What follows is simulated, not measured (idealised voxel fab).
process module | voxel transistor to metal
cross-section cut | 300 nm wide | cells 5 nm
A cross-section is a grid of square cells, given in bands from the top down. A band is one or more rows of cells.
Each band's line starts with the height of the band's top and of its bottom, in nm. Then come its materials from left to right, each with its width in nm. One material with "throughout" fills the band from edge to edge. "air" is empty space.
Height 0 is the level under which the wafer as received is all one material. The lowest band goes on downwards, as in "0 down".
A width such as "30 to 40" changes by the same amount from each row of cells to the next, from the band's top row to its bottom row.
"no change" after a step means that no cell of the cross-section changed.
closed voids: empty space of 8 cells or more with no open way to the top, each as width x height at its distance from the left edge, in nm
after a step's settings: what the simulator itself notes on the step
overlay nm, on a step with a mask: how far to the right of its planned place the mask lay; to the left if negative
plan
1 op RECEIVE | material Si
2 op CONFORMAL_DEP | material SiO2 | thk nm 5
3 op CONFORMAL_DEP | material SiN | thk nm 15
4 op MASKED_ETCH | tone cover | mask id ACTIVE | width nm 105 | pitch nm 125 | etch materials SiN | depth nm 15 | overlay nm 0
5 op MASKED_ETCH | tone cover | mask id ACTIVE | width nm 105 | pitch nm 125 | etch materials SiO2 | depth nm 5 | overlay nm 0
6 op MASKED_ETCH | tone cover | mask id ACTIVE | width nm 105 | pitch nm 125 | etch materials Si | depth nm 30 | overlay nm 0
7 op OXIDIZE | depth nm 5
8 op FILL_DEP | material SiO2 | thk nm 15
9 op CMP | height nm 20
10 op SELECTIVE_ETCH | etch materials SiO2 | depth nm 10
11 op STRIP | etch materials SiN
12 op SELECTIVE_ETCH | etch materials SiO2 | depth nm 5
13 op OXIDIZE | depth nm 5
14 op DIRECTIONAL_DEP | material polySi | thk nm 30
15 op DIRECTIONAL_DEP | material SiCN | thk nm 15
16 op DIRECTIONAL_DEP | material aC | thk nm 10
17 op PATTERN | tone cover | mask id GATE | material resist | width nm 25 | pitch nm 125 | thk nm 25 | overlay nm 0
18 op DIRECTIONAL_ETCH | etch materials aC | depth nm 10
19 op STRIP | etch materials resist
20 op DIRECTIONAL_ETCH | etch materials SiCN | depth nm 25
21 op DIRECTIONAL_ETCH | etch materials polySi | depth nm 40
22 op STRIP | etch materials aC
23 op CONFORMAL_DEP | material SiN | thk nm 5
24 op DIRECTIONAL_ETCH | etch materials SiN | depth nm 5
25 op DIRECTIONAL_ETCH | etch materials SiO2 | depth nm 5
26 op DIRECTIONAL_ETCH | etch materials Si | depth nm 15
27 op EPI | material pSi | thk nm 20
28 op FILL_DEP | material SiO2 | thk nm 5
29 op CMP | height nm 30
30 op STRIP | etch materials polySi
31 op SELECTIVE_ETCH | etch materials SiO2 | depth nm 5
32 op CONFORMAL_DEP | material HfO2 | thk nm 5
33 op CONFORMAL_DEP | material TiN | thk nm 5
34 op FILL_DEP | material W | thk nm 5
35 op CMP | height nm 25
36 op DIRECTIONAL_DEP | material SiO2 | thk nm 10
37 op DIRECTIONAL_DEP | material aC | thk nm 10
38 op PATTERN | tone open | mask id CONTACT | material resist | width nm 20 | thk nm 25 | overlay nm 0
39 op DIRECTIONAL_ETCH | etch materials aC | depth nm 10
40 op STRIP | etch materials resist
41 op DIRECTIONAL_ETCH | etch materials SiO2 | depth nm 35
42 op STRIP | etch materials aC
43 op CONFORMAL_DEP | material TiN | thk nm 5
44 op FILL_DEP | material Ru | thk nm 10
45 op CMP | height nm 35
46 op DIRECTIONAL_DEP | material TiN | thk nm 5
47 op DIRECTIONAL_DEP | material Ru | thk nm 15
48 op MASKED_ETCH | tone cover | mask id METAL_1 | width nm 20 | etch materials Ru | depth nm 15 | overlay nm 0
49 op MASKED_ETCH | tone cover | mask id METAL_1 | width nm 20 | etch materials TiN | depth nm 5 | overlay nm 0
50 op CONFORMAL_DEP | material SiN | thk nm 5
51 op FILL_DEP | material SiO2 | thk nm 10
52 op CMP | height nm 55
53 op CONFORMAL_DEP | material SiCN | thk nm 5
54 op DIRECTIONAL_DEP | material lowk | thk nm 30
55 op DIRECTIONAL_DEP | material aC | thk nm 10
56 op PATTERN | tone open | mask id METAL_2_HOLES | material resist | width nm 15 | pitch nm 125 | thk nm 30 | overlay nm 0
57 op DIRECTIONAL_ETCH | etch materials aC | depth nm 10
58 op STRIP | etch materials resist
59 op DIRECTIONAL_ETCH | etch materials lowk | depth nm 30
60 op STRIP | etch materials aC
61 op PATTERN | tone open | mask id METAL_2 | material resist | width nm 20 | pitch nm 125 | thk nm 20 | overlay nm 0
62 op DIRECTIONAL_ETCH | etch materials lowk | depth nm 15
63 op DIRECTIONAL_ETCH | etch materials SiCN | depth nm 5
64 op STRIP | etch materials resist
65 op CONFORMAL_DEP | material TiN | thk nm 5
66 op FILL_DEP | material Cu | thk nm 10
67 op CMP | height nm 90
68 op CONFORMAL_DEP | material SiCN | thk nm 5
as received, after step 1
  0 down: Si throughout
  closed voids: none
first wafer at the end, as planned
  95 to 90: SiCN throughout
  90 to 80: lowk 40 | TiN 5 | Cu 10 | TiN 5 | lowk 105 | TiN 5 | Cu 10 | TiN 5 | lowk 115
  80 to 75: lowk 40 | TiN 5 | Cu 5 | TiN 10 | lowk 105 | TiN 5 | Cu 5 | TiN 10 | lowk 115
  75 to 60: lowk 40 | TiN 5 | Cu 5 | TiN 5 | lowk 110 | TiN 5 | Cu 5 | TiN 5 | lowk 120
  60 to 55: SiCN 40 | TiN 15 | SiCN 110 | TiN 15 | SiCN 120
  55 to 40: SiO2 35 | SiN 5 | Ru 20 | SiN 5 | SiO2 45 | SiN 5 | Ru 20 | SiN 5 | SiO2 20 | SiN 5 | Ru 20 | SiN 5 | SiO2 45 | SiN 5 | Ru 20 | SiN 5 | SiO2 35
  40 to 35: SiN 40 | TiN 20 | SiN 55 | TiN 20 | SiN 30 | TiN 20 | SiN 55 | TiN 20 | SiN 40
  35 to 25: SiO2 40 | TiN 5 | Ru 10 | TiN 5 | SiO2 55 | TiN 5 | Ru 10 | TiN 5 | SiO2 30 | TiN 5 | Ru 10 | TiN 5 | SiO2 55 | TiN 5 | Ru 10 | TiN 5 | SiO2 40
  25 to 20: SiO2 40 | TiN 5 | Ru 10 | TiN 5 | SiO2 10 | SiN 5 | HfO2 5 | TiN 5 | W 5 | TiN 5 | HfO2 5 | SiN 5 | SiO2 10 | TiN 5 | Ru 10 | TiN 5 | SiO2 30 | TiN 5 | Ru 10 | TiN 5 | SiO2 10 | SiN 5 | HfO2 5 | TiN 5 | W 5 | TiN 5 | HfO2 5 | SiN 5 | SiO2 10 | TiN 5 | Ru 10 | TiN 5 | SiO2 40
  20 to 15: SiO2 40 | TiN 20 | SiO2 10 | SiN 5 | HfO2 5 | TiN 5 | W 5 | TiN 5 | HfO2 5 | SiN 5 | SiO2 10 | TiN 20 | SiO2 30 | TiN 20 | SiO2 10 | SiN 5 | HfO2 5 | TiN 5 | W 5 | TiN 5 | HfO2 5 | SiN 5 | SiO2 10 | TiN 20 | SiO2 40
  15 to 5: SiO2 40 | TiN 10 | pSi 20 | SiN 5 | HfO2 5 | TiN 5 | W 5 | TiN 5 | HfO2 5 | SiN 5 | pSi 20 | TiN 10 | SiO2 30 | TiN 10 | pSi 20 | SiN 5 | HfO2 5 | TiN 5 | W 5 | TiN 5 | HfO2 5 | SiN 5 | pSi 20 | TiN 10 | SiO2 40
  5 to 0: SiO2 30 | SiN 5 | SiO2 5 | TiN 10 | pSi 20 | SiN 5 | HfO2 5 | TiN 15 | HfO2 5 | SiN 5 | pSi 20 | TiN 10 | SiO2 5 | SiN 5 | SiO2 10 | SiN 5 | SiO2 5 | TiN 10 | pSi 20 | SiN 5 | HfO2 5 | TiN 15 | HfO2 5 | SiN 5 | pSi 20 | TiN 10 | SiO2 5 | SiN 5 | SiO2 30
  0 to -5: SiO2 35 | pSi 35 | HfO2 35 | pSi 35 | SiO2 20 | pSi 35 | HfO2 35 | pSi 35 | SiO2 35
  -5 to -20: SiO2 40 | pSi 30 | Si 35 | pSi 30 | SiO2 30 | pSi 30 | Si 35 | pSi 30 | SiO2 40
  -20 to -35: SiO2 40 | Si 95 | SiO2 30 | Si 95 | SiO2 40
  -35 down: Si throughout
  closed voids: none
second wafer at the end: like start, like plan, one mistake
  95 to 90: SiCN throughout
  90 to 80: lowk 40 | TiN 5 | Cu 10 | TiN 5 | lowk 105 | TiN 5 | Cu 10 | TiN 5 | lowk 115
  80 to 75: lowk 40 | TiN 5 | Cu 5 | TiN 10 | lowk 105 | TiN 5 | Cu 5 | TiN 10 | lowk 115
  75 to 60: lowk 40 | TiN 5 | Cu 5 | TiN 5 | lowk 110 | TiN 5 | Cu 5 | TiN 5 | lowk 120
  60 to 55: SiCN 40 | TiN 15 | SiCN 110 | TiN 15 | SiCN 120
  55 to 40: SiO2 35 | SiN 5 | Ru 20 | SiN 5 | SiO2 45 | SiN 5 | Ru 20 | SiN 5 | SiO2 20 | SiN 5 | Ru 20 | SiN 5 | SiO2 45 | SiN 5 | Ru 20 | SiN 5 | SiO2 35
  40 to 35: SiN 40 | TiN 20 | SiN 55 | TiN 20 | SiN 30 | TiN 20 | SiN 55 | TiN 20 | SiN 40
  35 to 25: SiO2 40 | TiN 5 | Ru 10 | TiN 5 | SiO2 55 | TiN 5 | Ru 10 | TiN 5 | SiO2 30 | TiN 5 | Ru 10 | TiN 5 | SiO2 55 | TiN 5 | Ru 10 | TiN 5 | SiO2 40
  25 to 5: SiO2 40 | TiN 5 | Ru 10 | TiN 5 | SiO2 10 | SiN 5 | HfO2 5 | TiN 5 | W 5 | TiN 5 | HfO2 5 | SiN 5 | SiO2 10 | TiN 5 | Ru 10 | TiN 5 | SiO2 30 | TiN 5 | Ru 10 | TiN 5 | SiO2 10 | SiN 5 | HfO2 5 | TiN 5 | W 5 | TiN 5 | HfO2 5 | SiN 5 | SiO2 10 | TiN 5 | Ru 10 | TiN 5 | SiO2 40
  5 to 0: SiO2 40 | TiN 20 | SiO2 10 | SiN 5 | HfO2 5 | TiN 15 | HfO2 5 | SiN 5 | SiO2 10 | TiN 20 | SiO2 30 | TiN 20 | SiO2 10 | SiN 5 | HfO2 5 | TiN 15 | HfO2 5 | SiN 5 | SiO2 10 | TiN 20 | SiO2 40
  0 to -5: SiO2 70 | HfO2 35 | SiO2 90 | HfO2 35 | SiO2 70
  -5 to -35: SiO2 40 | Si 95 | SiO2 30 | Si 95 | SiO2 40
  -35 down: Si throughout
  closed voids: none
what went wrong: step 25 ran as: op DIRECTIONAL_ETCH | etch materials SiN | depth nm 5
at the end the second wafer has, in cells: 24 more of Ru | 72 more of Si | 4 fewer of SiN | 56 more of SiO2 | 148 fewer of pSi
